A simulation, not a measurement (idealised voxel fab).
Process module under the name voxel released beams
165 nm wide, 5 nm square cells: that's cross-section cut.
Throughout this document, each cross-section is represented as a grid of square cells and is presented as a sequence of bands enumerated from the top downward, where a band comprises one or more rows of cells.
Per band: top height and bottom height in nm, followed by the left-to-right materials and their widths in nm; "full width" marks a single material spanning edge to edge, "blank" marks empty space.
Height is counted from the level 0, under which the received wafer is composed throughout of one material. The lowest of the bands is not closed at the bottom but continues downward, in the notation "top 0, no bottom".
Width: "30 to 40" (first number = top row, second number = bottom row, same change from row to row of cells).
Any step labelled "everything unchanged" changed none of the cells in the cross-section.
This entry, "Enclosed void listing", enumerates those empty regions of no fewer than 8 cells that possess no open connection to the top. Each region is reported in the form width x height at distance, the distance being taken from the left edge, with all three quantities expressed in nm.
Whatever follows a step's settings on its line is a remark the simulator itself makes about that step.
overlay nm: how far to the right of its planned place the mask lay on this masked step (negative: to the left).
Process steps - plan
1) RECEIVE with material Si
2) CONFORMAL_DEP with material SiN, thk nm 5
3) DIRECTIONAL_DEP with material SiO2, thk nm 20
4) MASKED_ETCH with tone open, mask id ANCHOR, width nm 35, etch materials SiO2, depth nm 20, overlay nm 0
5) CONFORMAL_DEP with material polySi, thk nm 15
6) MASKED_ETCH with tone cover, mask id BEAM, width nm 95, etch materials polySi, depth nm 15, overlay nm 0
7) STRIP with etch materials SiO2
Wafer as received: cross-section following step 1
- top 0, no bottom | Si full width
- Enclosed void listing: none
Wafer cross-section at end of module: start and plan as shown above, one execution error
- top 25, bottom 5 | 35 of blank | 15 of polySi | 5 of blank | 15 of polySi | 95 of blank
- top 5, bottom 0 | SiN full width
- top 0, no bottom | Si full width
- Enclosed void listing: none
Finding, execution versus plan: step 6 ran differently from the plan; actual operation with settings: MASKED_ETCH with tone open, mask id BEAM, width nm 95, etch materials polySi, depth nm 15, overlay nm 0
